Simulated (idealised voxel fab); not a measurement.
The document below concerns the process module designated voxel gate over fins.
The figure presents cross-section cut, which has a width of 225 nm and is divided into square cells with an edge length of 5 nm.
Reading order for cross-sections: top band down to bottom band. Underlying form: a grid of square cells. Band size: one or more rows of cells.
Within each band entry, the heights of the top and of the bottom of the band appear first, in that order and in nm; the materials of the band then follow from left to right, each with its corresponding width in nm. The designation "everywhere" on a single material indicates that it fills the band from edge to edge; the designation "empty" indicates empty space.
Zero point of the height axis is 0; under it, received wafer = one material. Lowest band: continues down indefinitely, "0 nm and below".
Note: "30..40" means the width goes from the first number (top row of the band) to the second number (bottom row) in equal steps per row of cells.
"no change" means the step left every cell of the cross-section as it was.
The label "Completely enclosed voids" introduces a list of the empty spaces, 8 cells or larger, that have no open way up to the top; each entry in it reads width x height at distance, where the distance is taken from the left edge and all three are stated in nm.
Step line, after settings: the simulator's comment on this step.
A step line may carry the setting "overlay nm", which, for steps involving a mask, states the distance by which the mask lay to the right of its intended position; negative values denote displacement to the left.
STEPS PLANNED FOR THE PROCESS
1,RECEIVE with material Si
2,CONFORMAL_DEP with material SiN, thk nm 5
3,PATTERN with tone cover, mask id FINS, material resist, width nm 15, pitch nm 45, thk nm 20, overlay nm 0
4,DIRECTIONAL_ETCH with etch materials SiN, depth nm 5
5,DIRECTIONAL_ETCH with etch materials Si, depth nm 35
6,STRIP with etch materials resist
7,OXIDIZE with depth nm 5
8,FILL_DEP with material SiO2, thk nm 5
9,CMP with height nm 5
10,SELECTIVE_ETCH with etch materials SiO2, depth nm 15
11,STRIP with etch materials SiN
12,CONFORMAL_DEP with material HfO2, thk nm 5
13,CONFORMAL_DEP with material TiN, thk nm 5
14,FILL_DEP with material W, thk nm 15
15,CMP with height nm 20
16,CONFORMAL_DEP with material SiN, thk nm 10
AS RECEIVED, AFTER STEP 1
    0 nm and below  Si everywhere
    Completely enclosed voids: none
AS-PLANNED RUN: CROSS-SECTION OF THE FIRST OF TWO WAFERS AT END OF MODULE
    30 nm to 20 nm  SiN everywhere
    20 nm to 10 nm  W everywhere
    10 nm to 5 nm  W (55) / TiN (25) / W (20) / TiN (25) / W (20) / TiN (25) / W (55)
    5 nm to 0 nm  W (55) / TiN (5) / HfO2 (15) / TiN (5) / W (20) / TiN (5) / HfO2 (15) / TiN (5) / W (20) / TiN (5) / HfO2 (15) / TiN (5) / W (55)
    0 nm to -5 nm  TiN (60) / HfO2 (5) / Si (5) / HfO2 (5) / TiN (30) / HfO2 (5) / Si (5) / HfO2 (5) / TiN (30) / HfO2 (5) / Si (5) / HfO2 (5) / TiN (60)
    -5 nm to -10 nm  HfO2 (65) / Si (5) / HfO2 (40) / Si (5) / HfO2 (40) / Si (5) / HfO2 (65)
    -10 nm to -40 nm  SiO2 (65) / Si (5) / SiO2 (40) / Si (5) / SiO2 (40) / Si (5) / SiO2 (65)
    -40 nm and below  Si everywhere
    Completely enclosed voids: none
CROSS-SECTIONAL IMAGE OF THE SECOND WAFER OF THE TWO FOLLOWING COMPLETION OF THE MODULE. STARTING STATE AND PROCESS PLAN WERE THE SAME AS FOR THE FIRST WAFER; ONE EXECUTION ERROR OCCURRED
    30 nm to 20 nm  SiN everywhere
    20 nm to 5 nm  W everywhere
    5 nm to 0 nm  W (60) / TiN (15) / W (30) / TiN (15) / W (30) / TiN (15) / W (60)
    0 nm to -5 nm  W (60) / TiN (5) / Si (5) / TiN (5) / W (30) / TiN (5) / Si (5) / TiN (5) / W (30) / TiN (5) / Si (5) / TiN (5) / W (60)
    -5 nm to -10 nm  TiN (65) / Si (5) / TiN (40) / Si (5) / TiN (40) / Si (5) / TiN (65)
    -10 nm to -40 nm  SiO2 (65) / Si (5) / SiO2 (40) / Si (5) / SiO2 (40) / Si (5) / SiO2 (65)
    -40 nm and below  Si everywhere
    Completely enclosed voids: none
What went wrong in running the wafer? step 12 of the plan: omitted, not performed
The closing comparison, in cells, has the second wafer with more or fewer of some materials than the first: 57 fewer of HfO2; 57 more of W
